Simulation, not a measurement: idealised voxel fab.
The following is a process module called voxel fin reveal.
The cross-section on display is named cut; it measures 170 nm wide, and its cells are 5 nm squares.
Think of the cross-section as a grid of square cells. We describe it in bands, top to bottom, and each band covers one or more rows of those cells. In this notation a band is specified by the heights of its top and bottom, in that order and in nm, after which its materials appear from left to right, each paired with its width in nm. The word "everywhere" attached to a single material means that material fills the band from edge to edge; the word "blank" stands for empty space. It should be noted that heights are counted from 0, beneath which the wafer as supplied is of one material throughout, and that the lowest band possesses no lower boundary but continues downward, as written in "0..down". With a width like "30->40", each row of cells in the band differs from the next by the same amount, the top row carrying the first number and the bottom row the second. "no change" after a step means that no cell of the cross-section changed. "Closed internal cavities" specifies each empty space that is not open to the top and that occupies no fewer than 8 cells, using the form width x height at distance, the distance measured from the left edge and all three quantities in nm. Anything after a step's settings on that line? It's the simulator's own note about the step. A step line may carry the setting "overlay nm", which, for steps involving a mask, states the distance by which the mask lay to the right of its intended position; negative values denote displacement to the left.
THE FOLLOWING LIST GIVES THE PLANNED PROCESS STEPS
1 RECEIVE,material Si
2 CONFORMAL_DEP,material SiN,thk nm 5
3 PATTERN,tone cover,mask id FINS,material resist,width nm 15,pitch nm 40,thk nm 20,overlay nm 0
4 DIRECTIONAL_ETCH,etch materials SiN,depth nm 5
5 DIRECTIONAL_ETCH,etch materials Si,depth nm 35
6 STRIP,etch materials resist
7 FILL_DEP,material SiO2,thk nm 15
8 CMP,height nm 5
9 SELECTIVE_ETCH,etch materials SiO2,depth nm 20
10 STRIP,etch materials SiN
AS RECEIVED (POST STEP 1): CROSS-SECTION
* 0..down = Si everywhere
* Closed internal cavities: none
HERE'S THE WAFER CUT IN CROSS-SECTION AFTER THE MODULE, STARTED AND PLANNED JUST LIKE ABOVE, EXCEPT ONE THING WAS DONE WRONG IN THE RUN
* 0..-15 = blank 50 nm, then Si 25 nm, then blank 15 nm, then Si 25 nm, then blank 55 nm
* -15..-35 = SiO2 50 nm, then Si 25 nm, then SiO2 15 nm, then Si 25 nm, then SiO2 55 nm
* -35..down = Si everywhere
* Closed internal cavities: none
Run error: off-plan run, step 3, actual operation and settings PATTERN,tone cover,mask id FINS,material resist,width nm 25,pitch nm 40,thk nm 20,overlay nm 0
